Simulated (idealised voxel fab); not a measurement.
The process module that follows is named voxel self aligned vias.
Square cell edge 5 nm, section width 205 nm, ID cut.
In what follows, cross-sections appear as grids of square cells, described through bands that run from the top down, where every band is one or more rows of cells. Heights first: top, then bottom, in nm. Then materials, left to right, each with a width in nm. "full width" on a single material: fills the band edge to edge. "empty": empty space. Heights are measured from 0, the level below which the as-received wafer is all one material; the lowest band has no bottom and continues downward, written as in "0 -> down". The expression "30..40" gives the width at the extremes of the band, the first number at its top row of cells and the second at its bottom row, with the width changing by equal amounts from each row to the next in between. "nothing changed" -> step changed no cross-section cell. "Cavities, closed": empty spaces of 8 cells or more with no open way to the top, each given as width x height at distance, distance from the left edge, all in nm. The remark found on a step's line after its settings is issued by the simulator itself and pertains to that step. For masked steps, "overlay nm" on the step line gives how far right of plan the mask actually lay; a minus sign means it lay to the left.
### The steps planned for the process are as follows
1,RECEIVE [material Si]
2,CONFORMAL_DEP [material SiO2] [thk nm 10]
3,CONFORMAL_DEP [material SiCN] [thk nm 5]
4,DIRECTIONAL_DEP [material lowk] [thk nm 20]
5,DIRECTIONAL_DEP [material aC] [thk nm 10]
6,PATTERN [tone open] [mask id LINES] [material resist] [width nm 30] [pitch nm 80] [thk nm 30] [overlay nm 0]
7,DIRECTIONAL_ETCH [etch materials aC] [depth nm 10]
8,STRIP [etch materials resist]
9,DIRECTIONAL_ETCH [etch materials lowk] [depth nm 20]
10,STRIP [etch materials aC]
11,CONFORMAL_DEP [material TiN] [thk nm 5]
12,FILL_DEP [material Ru] [thk nm 5]
13,CMP [height nm 35]
14,SELECTIVE_ETCH [etch materials W Ru TiN] [depth nm 10]
15,FILL_DEP [material SiN] [thk nm 10]
16,CMP [height nm 35]
17,DIRECTIONAL_DEP [material lowk] [thk nm 15]
18,DIRECTIONAL_DEP [material aC] [thk nm 10]
19,PATTERN [tone open] [mask id VIAS] [material resist] [width nm 50] [thk nm 30] [overlay nm 0]
20,DIRECTIONAL_ETCH [etch materials aC] [depth nm 10]
21,STRIP [etch materials resist]
22,DIRECTIONAL_ETCH [etch materials lowk] [depth nm 15]
23,DIRECTIONAL_ETCH [etch materials SiN] [depth nm 10]
24,STRIP [etch materials aC]
25,CONFORMAL_DEP [material TiN] [thk nm 5]
26,FILL_DEP [material W] [thk nm 10]
27,CMP [height nm 50]
28,CONFORMAL_DEP [material SiN] [thk nm 5]
### First wafer out of two, processed as planned
### as received, after step 1
    0 -> down = Si full width
    Cavities, closed: none
### Step 2 complete: cross-section through the wafer
    10 -> 0 = SiO2 full width
    At heights below 0, the structure remains unaltered.
### Step 3 complete: cross-section through the wafer
    15 -> 10 = SiCN full width
    At heights below 10, the structure remains unaltered.
### Step 4 complete: cross-section through the wafer
    35 -> 15 = lowk full width
    At heights below 15, the structure remains unaltered.
### Step 5 complete: cross-section through the wafer
    45 -> 35 = aC full width
    At heights below 35, the structure remains unaltered.
### Step 6 complete: cross-section through the wafer
    75 -> 45 = 45 resist; 30 empty; 50 resist; 30 empty; 50 resist
    At heights below 45, the structure remains unaltered.
### Step 7 complete: cross-section through the wafer
    65 -> 45 = 45 resist; 30 empty; 50 resist; 30 empty; 50 resist
    45 -> 35 = 45 aC; 30 empty; 50 aC; 30 empty; 50 aC
    At heights below 35, the structure remains unaltered.
### Step 8 complete: cross-section through the wafer
    45 -> 35 = 45 aC; 30 empty; 50 aC; 30 empty; 50 aC
    At heights below 35, the structure remains unaltered.
### Step 9 complete: cross-section through the wafer
    45 -> 35 = 45 aC; 30 empty; 50 aC; 30 empty; 50 aC
    35 -> 15 = 45 lowk; 30 empty; 50 lowk; 30 empty; 50 lowk
    At heights below 15, the structure remains unaltered.
### Step 10 complete: cross-section through the wafer
    35 -> 15 = 45 lowk; 30 empty; 50 lowk; 30 empty; 50 lowk
    At heights below 15, the structure remains unaltered.
### Step 11 complete: cross-section through the wafer
    40 -> 35 = 50 TiN; 20 empty; 60 TiN; 20 empty; 55 TiN
    35 -> 20 = 45 lowk; 5 TiN; 20 empty; 5 TiN; 50 lowk; 5 TiN; 20 empty; 5 TiN; 50 lowk
    20 -> 15 = 45 lowk; 30 TiN; 50 lowk; 30 TiN; 50 lowk
    At heights below 15, the structure remains unaltered.
### Step 12 complete: cross-section through the wafer
    45 -> 40 = Ru full width
    40 -> 35 = 50 TiN; 20 Ru; 60 TiN; 20 Ru; 55 TiN
    35 -> 20 = 45 lowk; 5 TiN; 20 Ru; 5 TiN; 50 lowk; 5 TiN; 20 Ru; 5 TiN; 50 lowk
    At heights below 20, the structure remains unaltered.
### Step 13 complete: cross-section through the wafer
    35 -> 20 = 45 lowk; 5 TiN; 20 Ru; 5 TiN; 50 lowk; 5 TiN; 20 Ru; 5 TiN; 50 lowk
    At heights below 20, the structure remains unaltered.
### Step 14 complete: cross-section through the wafer
    35 -> 25 = 45 lowk; 30 empty; 50 lowk; 30 empty; 50 lowk
    At heights below 25, the structure remains unaltered.
### Step 15 complete: cross-section through the wafer
    45 -> 35 = SiN full width
    35 -> 25 = 45 lowk; 30 SiN; 50 lowk; 30 SiN; 50 lowk
    At heights below 25, the structure remains unaltered.
### Step 16 complete: cross-section through the wafer
    35 -> 25 = 45 lowk; 30 SiN; 50 lowk; 30 SiN; 50 lowk
    At heights below 25, the structure remains unaltered.
### Step 17 complete: cross-section through the wafer
    50 -> 35 = lowk full width
    At heights below 35, the structure remains unaltered.
### Step 18 complete: cross-section through the wafer
    60 -> 50 = aC full width
    At heights below 50, the structure remains unaltered.
### Step 19 complete: cross-section through the wafer
    90 -> 60 = 35 resist; 50 empty; 120 resist
    At heights below 60, the structure remains unaltered.
### Step 20 complete: cross-section through the wafer
    80 -> 60 = 35 resist; 50 empty; 120 resist
    60 -> 50 = 35 aC; 50 empty; 120 aC
    At heights below 50, the structure remains unaltered.
### Step 21 complete: cross-section through the wafer
    60 -> 50 = 35 aC; 50 empty; 120 aC
    At heights below 50, the structure remains unaltered.
### Step 22 complete: cross-section through the wafer
    60 -> 50 = 35 aC; 50 empty; 120 aC
    50 -> 35 = 35 lowk; 50 empty; 120 lowk
    At heights below 35, the structure remains unaltered.
### Step 23 complete: cross-section through the wafer
    60 -> 50 = 35 aC; 50 empty; 120 aC
    50 -> 35 = 35 lowk; 50 empty; 120 lowk
    35 -> 25 = 45 lowk; 30 empty; 50 lowk; 30 SiN; 50 lowk
    At heights below 25, the structure remains unaltered.
### Step 24 complete: cross-section through the wafer
    50 -> 35 = 35 lowk; 50 empty; 120 lowk
    At heights below 35, the structure remains unaltered.
### Step 25 complete: cross-section through the wafer
    55 -> 50 = 40 TiN; 40 empty; 125 TiN
    50 -> 40 = 35 lowk; 5 TiN; 40 empty; 5 TiN; 120 lowk
    40 -> 35 = 35 lowk; 15 TiN; 20 empty; 15 TiN; 120 lowk
    35 -> 30 = 45 lowk; 5 TiN; 20 empty; 5 TiN; 50 lowk; 30 SiN; 50 lowk
    30 -> 25 = 45 lowk; 30 TiN; 50 lowk; 30 SiN; 50 lowk
    At heights below 25, the structure remains unaltered.
### Step 26 complete: cross-section through the wafer
    65 -> 55 = W full width
    55 -> 50 = 40 TiN; 40 W; 125 TiN
    50 -> 40 = 35 lowk; 5 TiN; 40 W; 5 TiN; 120 lowk
    40 -> 35 = 35 lowk; 15 TiN; 20 W; 15 TiN; 120 lowk
    35 -> 30 = 45 lowk; 5 TiN; 20 W; 5 TiN; 50 lowk; 30 SiN; 50 lowk
    At heights below 30, the structure remains unaltered.
### Step 27 complete: cross-section through the wafer
    50 -> 40 = 35 lowk; 5 TiN; 40 W; 5 TiN; 120 lowk
    At heights below 40, the structure remains unaltered.
### Step 28 complete: cross-section through the wafer
    55 -> 50 = SiN full width
    At heights below 50, the structure remains unaltered.
### Wafer two: like wafer one in start and plan, but with one mistake in execution; identical up to and including step 16
### Cross-section of the second wafer at the time step 17 of the plan should have ended
    45 -> 35 = lowk full width
    At heights below 35, the structure remains unaltered.
### Cross-section of the second wafer at the time step 18 of the plan should have ended
    55 -> 45 = aC full width
    At heights below 45, the structure remains unaltered.
### Cross-section of the second wafer at the time step 19 of the plan should have ended
    85 -> 55 = 35 resist; 50 empty; 120 resist
    At heights below 55, the structure remains unaltered.
### Cross-section of the second wafer at the time step 20 of the plan should have ended
    75 -> 55 = 35 resist; 50 empty; 120 resist
    55 -> 45 = 35 aC; 50 empty; 120 aC
    At heights below 45, the structure remains unaltered.
### Cross-section of the second wafer at the time step 21 of the plan should have ended
    55 -> 45 = 35 aC; 50 empty; 120 aC
    At heights below 45, the structure remains unaltered.
### Cross-section of the second wafer at the time step 22 of the plan should have ended
    55 -> 45 = 35 aC; 50 empty; 120 aC
    45 -> 35 = 35 lowk; 50 empty; 120 lowk
    35 -> 30 = 35 lowk; 10 empty; 30 SiN; 10 empty; 40 lowk; 30 SiN; 50 lowk
    At heights below 30, the structure remains unaltered.
### Cross-section of the second wafer at the time step 23 of the plan should have ended
    55 -> 45 = 35 aC; 50 empty; 120 aC
    45 -> 35 = 35 lowk; 50 empty; 120 lowk
    35 -> 25 = 35..45 lowk; 50..30 empty; 40..50 lowk; 30 SiN; 50 lowk
    At heights below 25, the structure remains unaltered.
### Cross-section of the second wafer at the time step 24 of the plan should have ended
    45 -> 35 = 35 lowk; 50 empty; 120 lowk
    At heights below 35, the structure remains unaltered.
### Cross-section of the second wafer at the time step 25 of the plan should have ended
    50 -> 45 = 40 TiN; 40 empty; 125 TiN
    45 -> 35 = 35 lowk; 5 TiN; 40 empty; 5 TiN; 120 lowk
    35 -> 30 = 35 lowk; 15 TiN; 20 empty; 15 TiN; 40 lowk; 30 SiN; 50 lowk
    30 -> 25 = 45 lowk; 30 TiN; 50 lowk; 30 SiN; 50 lowk
    At heights below 25, the structure remains unaltered.
### Cross-section of the second wafer at the time step 26 of the plan should have ended
    60 -> 50 = W full width
    50 -> 45 = 40 TiN; 40 W; 125 TiN
    45 -> 35 = 35 lowk; 5 TiN; 40 W; 5 TiN; 120 lowk
    35 -> 30 = 35 lowk; 15 TiN; 20 W; 15 TiN; 40 lowk; 30 SiN; 50 lowk
    At heights below 30, the structure remains unaltered.
### Cross-section of the second wafer at the time step 27 of the plan should have ended
    50 -> 45 = 40 TiN; 40 W; 125 TiN
    At heights below 45, the structure remains unaltered.
### Cross-section of the second wafer at the time step 28 of the plan should have ended
    55 -> 50 = SiN full width
    At heights below 50, the structure remains unaltered.
The plan and the run diverged here: step 17: run off-plan, actual operation and settings DIRECTIONAL_DEP [material lowk] [thk nm 10]
Final comparison by cell count, materials where the second wafer has more or fewer than the first: TiN +31; W +4; lowk -35
